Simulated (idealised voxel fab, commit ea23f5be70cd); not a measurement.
process module | voxel gate over fins
cross-section cut | 260 nm wide | cells 5 nm
A cross-section is a grid of square cells, given in bands from the top down. A band is one or more rows of cells.
Each band's line starts with the height of the band's top and of its bottom, in nm. Then come its materials from left to right, each with its width in nm. One material with "throughout" fills the band from edge to edge. "air" is empty space.
Height 0 is the level under which the wafer as received is all one material. The lowest band goes on downwards, as in "0 down".
A width such as "30 to 40" changes by the same amount from each row of cells to the next, from the band's top row to its bottom row.
"no change" after a step means that no cell of the cross-section changed.
closed voids: empty space of 8 cells or more with no open way to the top, each as width x height at its distance from the left edge, in nm
after a step's settings: what the simulator itself notes on the step
overlay nm, on a step with a mask: how far to the right of its planned place the mask lay; to the left if negative
plan
1 op RECEIVE | material Si
2 op CONFORMAL_DEP | material SiN | thk nm 5
3 op MASKED_ETCH | tone cover | mask id FINS | width nm 15 | pitch nm 35 | etch materials SiN | depth nm 5 | overlay nm 0
4 op MASKED_ETCH | tone cover | mask id FINS | width nm 15 | pitch nm 35 | etch materials Si | depth nm 35 | overlay nm 0
5 op OXIDIZE | depth nm 5
6 op FILL_DEP | material SiO2 | thk nm 15
7 op CMP | height nm 5
8 op SELECTIVE_ETCH | etch materials SiO2 | depth nm 20
9 op STRIP | etch materials SiN
10 op CONFORMAL_DEP | material HfO2 | thk nm 5
11 op CONFORMAL_DEP | material TiN | thk nm 5
12 op CONFORMAL_DEP | material TiAl | thk nm 5
13 op CONFORMAL_DEP | material TiN | thk nm 5
14 op FILL_DEP | material W | thk nm 15
15 op CMP | height nm 20
16 op CONFORMAL_DEP | material SiN | thk nm 10
varied across the wafers: height nm of step 15. The plan shows the first wafer's value. All wafers start alike
first wafer as received, after step 1
  0 down: Si throughout
  closed voids: none
first wafer at the end, after step 16
  30 to 20: SiN throughout
  20 to 15: W 90 | TiN 80 | W 90
  15 to 10: W 90 | TiN 5 | TiAl 70 | TiN 5 | W 90
  10 to 5: W 90 | TiN 5 | TiAl 5 | TiN 25 | TiAl 10 | TiN 25 | TiAl 5 | TiN 5 | W 90
  5 to 0: TiN 95 | TiAl 5 | TiN 5 | HfO2 15 | TiN 5 | TiAl 10 | TiN 5 | HfO2 15 | TiN 5 | TiAl 5 | TiN 95
  0 to -5: TiAl 100 | TiN 5 | HfO2 5 | Si 5 | HfO2 5 | TiN 5 | TiAl 10 | TiN 5 | HfO2 5 | Si 5 | HfO2 5 | TiN 5 | TiAl 100
  -5 to -10: TiN 105 | HfO2 5 | Si 5 | HfO2 5 | TiN 20 | HfO2 5 | Si 5 | HfO2 5 | TiN 105
  -10 to -15: HfO2 110 | Si 5 | HfO2 30 | Si 5 | HfO2 110
  -15 to -40: SiO2 110 | Si 5 | SiO2 30 | Si 5 | SiO2 110
  -40 down: Si throughout
  closed voids: none
last wafer at the end
  45 to 35: SiN throughout
  35 to 20: W throughout
  20 to 15: W 90 | TiN 80 | W 90
  15 to 10: W 90 | TiN 5 | TiAl 70 | TiN 5 | W 90
  10 to 5: W 90 | TiN 5 | TiAl 5 | TiN 25 | TiAl 10 | TiN 25 | TiAl 5 | TiN 5 | W 90
  5 to 0: TiN 95 | TiAl 5 | TiN 5 | HfO2 15 | TiN 5 | TiAl 10 | TiN 5 | HfO2 15 | TiN 5 | TiAl 5 | TiN 95
  0 to -5: TiAl 100 | TiN 5 | HfO2 5 | Si 5 | HfO2 5 | TiN 5 | TiAl 10 | TiN 5 | HfO2 5 | Si 5 | HfO2 5 | TiN 5 | TiAl 100
  -5 to -10: TiN 105 | HfO2 5 | Si 5 | HfO2 5 | TiN 20 | HfO2 5 | Si 5 | HfO2 5 | TiN 105
  -10 to -15: HfO2 110 | Si 5 | HfO2 30 | Si 5 | HfO2 110
  -15 to -40: SiO2 110 | Si 5 | SiO2 30 | Si 5 | SiO2 110
  -40 down: Si throughout
  closed voids: none
each wafer at the end: cells of each material gained (+) or lost (-) since it was received, then its closed voids
height nm 20 | +64 HfO2 | -400 Si | +104 SiN | +250 SiO2 | +64 TiAl | +122 TiN | +108 W | closed voids: none
height nm 25 | +64 HfO2 | -400 Si | +104 SiN | +250 SiO2 | +64 TiAl | +122 TiN | +160 W | closed voids: none
height nm 30 | +64 HfO2 | -400 Si | +104 SiN | +250 SiO2 | +64 TiAl | +122 TiN | +212 W | closed voids: none
height nm 35 | +64 HfO2 | -400 Si | +104 SiN | +250 SiO2 | +64 TiAl | +122 TiN | +264 W | closed voids: none
